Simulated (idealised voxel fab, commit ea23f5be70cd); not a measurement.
process module | voxel double patterning
cross-section cut | 200 nm wide | cells 5 nm
A cross-section is a grid of square cells, given in bands from the top down. A band is one or more rows of cells.
Each band's line starts with the height of the band's top and of its bottom, in nm. Then come its materials from left to right, each with its width in nm. One material with "throughout" fills the band from edge to edge. "air" is empty space.
Height 0 is the level under which the wafer as received is all one material. The lowest band goes on downwards, as in "0 down".
A width such as "30 to 40" changes by the same amount from each row of cells to the next, from the band's top row to its bottom row.
"no change" after a step means that no cell of the cross-section changed.
closed voids: empty space of 8 cells or more with no open way to the top, each as width x height at its distance from the left edge, in nm
after a step's settings: what the simulator itself notes on the step
overlay nm, on a step with a mask: how far to the right of its planned place the mask lay; to the left if negative
plan
1 op RECEIVE | material Si
2 op CONFORMAL_DEP | material SiO2 | thk nm 10
3 op DIRECTIONAL_DEP | material TiN | thk nm 20
4 op DIRECTIONAL_DEP | material SiN | thk nm 5
5 op MASKED_ETCH | tone open | mask id FIRST | width nm 15 | pitch nm 50 | etch materials SiN | depth nm 5 | overlay nm 0
6 op DIRECTIONAL_DEP | material aC | thk nm 15
7 op PATTERN | tone open | mask id SECOND | material resist | width nm 15 | thk nm 35 | overlay nm 0
8 op DIRECTIONAL_ETCH | etch materials aC | depth nm 15
9 op STRIP | etch materials resist
10 op DIRECTIONAL_ETCH | etch materials SiN | depth nm 5
11 op STRIP | etch materials aC
12 op DIRECTIONAL_ETCH | etch materials TiN | depth nm 20
13 op STRIP | etch materials SiN
as received, after step 1
  0 down: Si throughout
  closed voids: none
a wafer at the end: this start, this plan, one mistake
  30 to 10: TiN 65 | air 15 | TiN 10 | air 15 | TiN 10 | air 15 | TiN 70
  10 to 0: aC throughout
  0 down: Si throughout
  closed voids: none
what went wrong: step 2 ran as: op CONFORMAL_DEP | material aC | thk nm 10
